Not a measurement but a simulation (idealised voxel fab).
A process module follows: voxel double patterning.
Shown is cross-section cut, with a width of 150 nm and square cells of size 5 nm.
Throughout this document, each cross-section is represented as a grid of square cells and is presented as a sequence of bands enumerated from the top downward, where a band comprises one or more rows of cells. It is stipulated that each band's entry specify, in nanometres, the height of the top of the band and then that of its bottom, followed by the materials of the band in left-to-right sequence, each together with its width in nanometres. A single material marked by the word "all across" is understood to fill the band from edge to edge; the word "empty" is understood to denote empty space. Counting heights begins at 0, where everything beneath is, in the wafer as received, one material. The lowest band has no bottom; it goes on downwards, as "from 0 down" shows. Width: "30..40" (first number = top row, second number = bottom row, same change from row to row of cells). "all unchanged" after a step means that no cell of the cross-section changed. The list in "Closed cavities" covers empty spaces of 8 cells or more that cannot reach the top through any open way, and it gives each as width x height at distance; the distance is from the left edge, and width, height and distance are in nm. Whatever follows a step's settings on its line is a remark the simulator itself makes about that step. On any step carrying a mask, the "overlay nm" setting, if present on the step's line, tells how far right of its planned place the mask lay; negative values point to the left.
Process steps - plan
- 1: RECEIVE (material Si)
- 2: CONFORMAL_DEP (material SiO2; thk nm 10)
- 3: DIRECTIONAL_DEP (material TiN; thk nm 10)
- 4: DIRECTIONAL_DEP (material SiN; thk nm 5)
- 5: MASKED_ETCH (tone open; mask id FIRST; width nm 15; pitch nm 50; etch materials SiN; depth nm 5; overlay nm 0)
- 6: DIRECTIONAL_DEP (material aC; thk nm 15)
- 7: PATTERN (tone open; mask id SECOND; material resist; width nm 15; pitch nm 50; thk nm 35; overlay nm 0)
- 8: DIRECTIONAL_ETCH (etch materials aC; depth nm 15)
- 9: STRIP (etch materials resist)
- 10: DIRECTIONAL_ETCH (etch materials SiN; depth nm 5)
- 11: STRIP (etch materials aC)
- 12: DIRECTIONAL_ETCH (etch materials TiN; depth nm 10)
- 13: STRIP (etch materials SiN)
As-received wafer cross-section (after step 1)
* from 0 down: Si all across
* Closed cavities: none
Starting structure and process plan are as shown above, but one mistake was made in running the module; the wafer cross-section at the end of the module follows
* from 20 to 10: 40 nm empty  15 nm TiN  35 nm empty  15 nm TiN  45 nm empty
* from 10 to 0: SiO2 all across
* from 0 down: Si all across
* Closed cavities: none
In executing the process, a mistake was made relative to the plan: for step 7, the planned setting was not used; the step was instead run as PATTERN (tone cover; mask id SECOND; material resist; width nm 15; pitch nm 50; thk nm 35; overlay nm 0)
